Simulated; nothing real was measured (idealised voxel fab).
This is a process module. Its name is voxel self aligned vias.
Xsec cut, 295 nm wide, square cell size 5 nm.
Bands, listed from the top down, are how a cross-section gets written in this document; the cross-section itself is a grid of square cells, and a band is one or more rows of them. The entry gives the band's vertical extent as a top height and a bottom height in nm, then its horizontal make-up as materials from left to right, each with a width in nm. "empty" stands for empty space; a single material marked "edge to edge" fills the band edge to edge. For the purposes of this specification, 0 denotes the height below which the wafer in its as-received condition is composed wholly of one material, and the lowermost band, lacking a lower limit, extends downward without end, as expressed in "z 0 and below". A two-number width, for instance "30..40", indicates that the width is equal to the first number in the top row of the band and to the second number in the bottom row, and that it changes by a constant amount per row of cells. Reading "no modifications" for a step: not a cell of the cross-section changed in it. In "Closed void register" the enclosed voids are listed, meaning empty spaces of 8 cells or larger without any opening to the top. The form is width x height at distance, distance from the left edge, units nm. Heads up: the bit after the settings on a step's line is the simulator's remark on that step. A step's line can hold "overlay nm"; with a mask on that step, the setting says how far right of the planned place the mask lay, while a negative setting says it lay to the left.
The planned process steps are enumerated hereunder
1) RECEIVE | material Si
2) CONFORMAL_DEP | material SiO2 | thk nm 15
3) CONFORMAL_DEP | material SiCN | thk nm 5
4) DIRECTIONAL_DEP | material SiO2 | thk nm 20
5) PATTERN | tone open | mask id LINES | material resist | width nm 20 | pitch nm 60 | thk nm 15 | overlay nm 0
6) DIRECTIONAL_ETCH | etch materials SiO2 | depth nm 20
7) STRIP | etch materials resist
8) CONFORMAL_DEP | material TiN | thk nm 5
9) FILL_DEP | material Ru | thk nm 5
10) CMP | height nm 40
11) SELECTIVE_ETCH | etch materials W Ru TiN | depth nm 5
12) FILL_DEP | material SiN | thk nm 5
13) CMP | height nm 40
14) DIRECTIONAL_DEP | material SiO2 | thk nm 20
15) PATTERN | tone open | mask id VIAS | material resist | width nm 30 | pitch nm 60 | thk nm 20 | overlay nm 0
16) DIRECTIONAL_ETCH | etch materials SiO2 | depth nm 20
17) DIRECTIONAL_ETCH | etch materials SiN | depth nm 5
18) STRIP | etch materials resist
19) CONFORMAL_DEP | material TiN | thk nm 5
20) FILL_DEP | material Cu | thk nm 10
21) CMP | height nm 60
22) CONFORMAL_DEP | material SiN | thk nm 5
Received-state cross-section, reflecting completion of step 1
> z 0 and below  Si edge to edge
> Closed void register: none
One mistake in running the module, otherwise start and plan as above: cross-section at the end
> z 65 to 60  SiN edge to edge
> z 60 to 45  70 SiO2, 5 TiN, 20 Cu, 5 TiN, 30 SiO2, 5 TiN, 20 Cu, 5 TiN, 30 SiO2, 5 TiN, 20 Cu, 5 TiN, 75 SiO2
> z 45 to 40  70 SiO2, 10 TiN, 10 Cu, 10 TiN, 30 SiO2, 10 TiN, 10 Cu, 10 TiN, 30 SiO2, 10 TiN, 10 Cu, 10 TiN, 75 SiO2
> z 40 to 35  75 SiO2, 20 TiN, 40 SiO2, 20 TiN, 40 SiO2, 20 TiN, 80 SiO2
> z 35 to 30  SiCN edge to edge
> z 30 to 0  SiO2 edge to edge
> z 0 and below  Si edge to edge
> Closed void register: none
Short version of what went wrong: it should be noted that step 2 of the plan was executed twice
